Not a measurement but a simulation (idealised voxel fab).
Title: Process Module voxel wiring stack
FYI the section here is cut, 210 nm wide, cells are 5 nm squares.
Each cross-section below is a grid of square cells, stated as bands in top-down order, with one or more rows of cells making up each band. Band entry format. Leading values: height of top, height of bottom, nm. Remainder: materials in left-to-right order, each with its width in nm. Special words: "edge to edge" on a single material, which then fills the band edge to edge; "air", empty space. All heights in this document are referenced to 0, defined as the level beneath which the wafer, as received, consists entirely of one material. The lowest band is not bounded below; it extends indefinitely downward and is written in the form "0..down". Per-row width for "30..40": begins at first number (top row of band), ends at second number (bottom row), increment between rows held constant. It should be understood that the words "changes: none", when stated for a given step, signify that the cross-section underwent no change in any of its cells during that step. In "Closed internal cavities" the enclosed voids are listed, meaning empty spaces of 8 cells or larger without any opening to the top. The form is width x height at distance, distance from the left edge, units nm. Step line, after settings: the simulator's comment on this step. overlay nm: right-of-plan distance of the mask on a masked step; negative values mean left-of-plan.

### Set out below are the planned steps of the process
1) RECEIVE with material Si
2) CONFORMAL_DEP with material SiO2, thk nm 10
3) CONFORMAL_DEP with material SiCN, thk nm 5
4) DIRECTIONAL_DEP with material SiO2, thk nm 25
5) MASKED_ETCH with tone open, mask id METAL_1, width nm 30, pitch nm 45, etch materials SiO2, depth nm 25, overlay nm 0
6) MASKED_ETCH with tone open, mask id METAL_1, width nm 30, pitch nm 45, etch materials SiCN, depth nm 5, overlay nm -15
7) CONFORMAL_DEP with material TiN, thk nm 5
8) FILL_DEP with material W, thk nm 10
9) CMP with height nm 40
10) EPI with material Ru, thk nm 5
11) FILL_DEP with material SiCN, thk nm 5
12) DIRECTIONAL_DEP with material SiO2, thk nm 35
13) DIRECTIONAL_DEP with material aC, thk nm 15
14) PATTERN with tone open, mask id METAL_2_HOLES, material resist, width nm 15, pitch nm 45, thk nm 30, overlay nm 0
15) DIRECTIONAL_ETCH with etch materials aC, depth nm 15
16) STRIP with etch materials resist
17) DIRECTIONAL_ETCH with etch materials SiO2, depth nm 35
18) STRIP with etch materials aC
19) PATTERN with tone open, mask id METAL_2, material resist, width nm 30, pitch nm 45, thk nm 20, overlay nm 0
20) DIRECTIONAL_ETCH with etch materials SiO2, depth nm 20
21) DIRECTIONAL_ETCH with etch materials SiCN, depth nm 5
22) STRIP with etch materials resist
23) CONFORMAL_DEP with material TiN, thk nm 5
24) FILL_DEP with material Cu, thk nm 10
25) CMP with height nm 85
26) CONFORMAL_DEP with material SiCN, thk nm 5
Where the wafers of this document differ is in the overlay nm of step 6; they start out the same, and the plan states the value that applied to the first wafer.

### Step 1 complete: as-received cross-section of the first of several wafers
0..down  Si edge to edge
Closed internal cavities: none

### Quick look at the cross-section of the first of several wafers after step 26, which wraps up the module
90..85  SiCN edge to edge
85..70  SiO2 65 / TiN 5 / Cu 20 / TiN 5 / SiO2 15 / TiN 5 / Cu 20 / TiN 5 / SiO2 70
70..65  SiO2 65 / TiN 5 / Cu 5 / TiN 20 / SiO2 15 / TiN 5 / Cu 5 / TiN 20 / SiO2 70
65..50  SiO2 65 / TiN 5 / Cu 5 / TiN 5 / SiO2 30 / TiN 5 / Cu 5 / TiN 5 / SiO2 85
50..45  SiCN 65 / TiN 15 / SiCN 30 / TiN 15 / SiCN 85
45..40  SiCN 60 / Ru 40 / SiCN 5 / Ru 40 / SiCN 65
40..20  SiO2 65 / TiN 5 / W 20 / TiN 5 / SiO2 15 / TiN 5 / W 20 / TiN 5 / SiO2 70
20..15  SiO2 65 / TiN 5 / W 5 / TiN 20 / SiO2 15 / TiN 5 / W 5 / TiN 20 / SiO2 70
15..10  SiCN 65 / TiN 15 / SiCN 30 / TiN 15 / SiCN 85
10..0  SiO2 edge to edge
0..down  Si edge to edge
Closed internal cavities: none

### Showing the last wafer in cross-section at the end of the module
90..85  SiCN edge to edge
85..70  SiO2 65 / TiN 5 / Cu 20 / TiN 5 / SiO2 15 / TiN 5 / Cu 20 / TiN 5 / SiO2 70
70..65  SiO2 65 / TiN 5 / Cu 5 / TiN 20 / SiO2 15 / TiN 5 / Cu 5 / TiN 20 / SiO2 70
65..50  SiO2 65 / TiN 5 / Cu 5 / TiN 5 / SiO2 30 / TiN 5 / Cu 5 / TiN 5 / SiO2 85
50..45  SiCN 65 / TiN 15 / SiCN 30 / TiN 15 / SiCN 85
45..40  SiCN 60 / Ru 40 / SiCN 5 / Ru 40 / SiCN 65
40..20  SiO2 65 / TiN 5 / W 20 / TiN 5 / SiO2 15 / TiN 5 / W 20 / TiN 5 / SiO2 70
20..15  SiO2 65 / TiN 20 / W 5 / TiN 5 / SiO2 15 / TiN 20 / W 5 / TiN 5 / SiO2 70
15..10  SiCN 80 / TiN 15 / SiCN 30 / TiN 15 / SiCN 70
10..0  SiO2 edge to edge
0..down  Si edge to edge
Closed internal cavities: none

### The rows of the table below are wafers. Looking at the end of the module, a row counts, for every material, the cells the wafer has gained, shown as (+), or lost, shown as (-), since it was received; its closed voids come next
overlay nm -15; +32 Cu; +16 Ru; +140 SiCN; +462 SiO2; +72 TiN; +34 W; Closed internal cavities: none
overlay nm -10; +32 Cu; +16 Ru; +138 SiCN; +462 SiO2; +72 TiN; +36 W; Closed internal cavities: none
overlay nm -5; +32 Cu; +16 Ru; +136 SiCN; +462 SiO2; +72 TiN; +38 W; Closed internal cavities: none
overlay nm 0; +32 Cu; +16 Ru; +134 SiCN; +462 SiO2; +72 TiN; +40 W; Closed internal cavities: none
overlay nm 5; +32 Cu; +16 Ru; +136 SiCN; +462 SiO2; +72 TiN; +38 W; Closed internal cavities: none
overlay nm 10; +32 Cu; +16 Ru; +138 SiCN; +462 SiO2; +72 TiN; +36 W; Closed internal cavities: none
overlay nm 15; +32 Cu; +16 Ru; +140 SiCN; +462 SiO2; +72 TiN; +34 W; Closed internal cavities: none
